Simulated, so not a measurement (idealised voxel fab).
Process module heading - voxel released beams
It is cross-section cut that appears here, measuring 265 nm in width, its square cells being 5 nm in size.
Throughout this document, each cross-section is represented as a grid of square cells and is presented as a sequence of bands enumerated from the top downward, where a band comprises one or more rows of cells.
Read a band's entry like this: the first values are the height of its top and the height of its bottom in nm, and what follows is the sequence of materials from left to right, each with its width in nm. Note that "empty" is empty space, and that a single material marked "everywhere" reaches across the band from edge to edge.
Height 0 is the level under which the wafer as received is all one material. The lowest band goes on downwards, as in "0 -> down".
The width entry "30->40" should be interpreted row by row: the top row of cells in the band takes the first number, the bottom row takes the second number, and the change between adjacent rows is uniform throughout.
When a step is marked "nothing different", none of the cells in the cross-section changed during that step.
For the entry "Fully enclosed voids", the listed items are empty spaces with no open way to the top whose size is 8 cells or more; each item follows the pattern width x height at distance, where distance is from the left edge and all three are in nm.
Heads up: the bit after the settings on a step's line is the simulator's remark on that step.
overlay nm: mask right of planned place by this much (step with mask). Neg. = left.
### The steps planned for the process are as follows
1: RECEIVE, material Si
2: CONFORMAL_DEP, material SiN, thk nm 5
3: DIRECTIONAL_DEP, material SiO2, thk nm 20
4: DIRECTIONAL_DEP, material aC, thk nm 15
5: PATTERN, tone open, mask id ANCHOR, material resist, width nm 45, thk nm 35, overlay nm 0
6: DIRECTIONAL_ETCH, etch materials aC, depth nm 15
7: STRIP, etch materials resist
8: DIRECTIONAL_ETCH, etch materials SiO2, depth nm 20
9: STRIP, etch materials aC
10: CONFORMAL_DEP, material W, thk nm 15
11: DIRECTIONAL_DEP, material aC, thk nm 10
12: PATTERN, tone cover, mask id BEAM, material resist, width nm 95, thk nm 30, overlay nm 0
13: DIRECTIONAL_ETCH, etch materials aC, depth nm 10
14: STRIP, etch materials resist
15: DIRECTIONAL_ETCH, etch materials W, depth nm 15
16: STRIP, etch materials aC
17: STRIP, etch materials SiO2
### First of two wafers, processed according to plan
### Cross-sectional view of the wafer in its as-received condition, corresponding to the state after step 1
* 0 -> down = Si everywhere
* Fully enclosed voids: none
### after step 2
* 5 -> 0 = SiN everywhere
* Heights below 0 show no change.
### after step 3
* 25 -> 5 = SiO2 everywhere
* Heights below 5 show no change.
### after step 4
* 40 -> 25 = aC everywhere
* Heights below 25 show no change.
### after step 5
* 75 -> 40 = resist=85  empty=45  resist=135
* Heights below 40 show no change.
### after step 6
* 60 -> 40 = resist=85  empty=45  resist=135
* 40 -> 25 = aC=85  empty=45  aC=135
* Heights below 25 show no change.
### after step 7
* 40 -> 25 = aC=85  empty=45  aC=135
* Heights below 25 show no change.
### after step 8
* 40 -> 25 = aC=85  empty=45  aC=135
* 25 -> 5 = SiO2=85  empty=45  SiO2=135
* Heights below 5 show no change.
### after step 9
* 25 -> 5 = SiO2=85  empty=45  SiO2=135
* Heights below 5 show no change.
### after step 10
* 40 -> 25 = W=100  empty=15  W=150
* 25 -> 20 = SiO2=85  W=15  empty=15  W=15  SiO2=135
* 20 -> 5 = SiO2=85  W=45  SiO2=135
* Heights below 5 show no change.
### after step 11
* 50 -> 40 = aC=100  empty=15  aC=150
* 40 -> 30 = W=100  empty=15  W=150
* 30 -> 25 = W=100  aC=15  W=150
* 25 -> 20 = SiO2=85  W=15  aC=15  W=15  SiO2=135
* Heights below 20 show no change.
### after step 12
* 80 -> 50 = empty=80  resist=95  empty=90
* 50 -> 40 = aC=100  resist=15  aC=150
* 40 -> 30 = W=100  resist=15  W=150
* Heights below 30 show no change.
### after step 13
* 70 -> 50 = empty=80  resist=95  empty=90
* 50 -> 40 = empty=80  aC=20  resist=15  aC=60  empty=90
* Heights below 40 show no change.
### after step 14
* 50 -> 40 = empty=80  aC=20  empty=15  aC=60  empty=90
* 40 -> 30 = W=100  empty=15  W=150
* Heights below 30 show no change.
### after step 15
* 50 -> 40 = empty=80  aC=20  empty=15  aC=60  empty=90
* 40 -> 30 = empty=80  W=20  empty=15  W=60  empty=90
* 30 -> 25 = empty=80  W=20  aC=15  W=60  empty=90
* Heights below 25 show no change.
### after step 16
* 40 -> 25 = empty=80  W=20  empty=15  W=60  empty=90
* 25 -> 20 = SiO2=85  W=15  empty=15  W=15  SiO2=135
* Heights below 20 show no change.
### after step 17
* 40 -> 25 = empty=80  W=20  empty=15  W=60  empty=90
* 25 -> 20 = empty=85  W=15  empty=15  W=15  empty=135
* 20 -> 5 = empty=85  W=45  empty=135
* Heights below 5 show no change.
### Now the other wafer: same start, same recipe, but we messed up one thing when running it. Up to and including step 11 it's the same as the first one
### X-section, second wafer, when step 12 was due to finish
* 80 -> 50 = empty=90  resist=95  empty=80
* 50 -> 40 = aC=100  resist=15  aC=150
* 40 -> 30 = W=100  resist=15  W=150
* Heights below 30 show no change.
### X-section, second wafer, when step 13 was due to finish
* 70 -> 50 = empty=90  resist=95  empty=80
* 50 -> 40 = empty=90  aC=10  resist=15  aC=70  empty=80
* Heights below 40 show no change.
### X-section, second wafer, when step 14 was due to finish
* 50 -> 40 = empty=90  aC=10  empty=15  aC=70  empty=80
* 40 -> 30 = W=100  empty=15  W=150
* Heights below 30 show no change.
### X-section, second wafer, when step 15 was due to finish
* 50 -> 40 = empty=90  aC=10  empty=15  aC=70  empty=80
* 40 -> 30 = empty=90  W=10  empty=15  W=70  empty=80
* 30 -> 25 = empty=90  W=10  aC=15  W=70  empty=80
* Heights below 25 show no change.
### X-section, second wafer, when step 16 was due to finish
* 40 -> 25 = empty=90  W=10  empty=15  W=70  empty=80
* 25 -> 20 = SiO2=85  W=15  empty=15  W=15  SiO2=135
* Heights below 20 show no change.
### X-section, second wafer, when step 17 was due to finish
* 40 -> 25 = empty=90  W=10  empty=15  W=70  empty=80
* 25 -> 20 = empty=85  W=15  empty=15  W=15  empty=135
* 20 -> 5 = empty=85  W=45  empty=135
* Heights below 5 show no change.
Diagnosis: the process deviated at step 12: the operation and settings actually run there were PATTERN, tone cover, mask id BEAM, material resist, width nm 95, thk nm 30, overlay nm 10
Same inventory, different map: at the end, the second wafer holds as many cells of each material as the first, placed elsewhere.
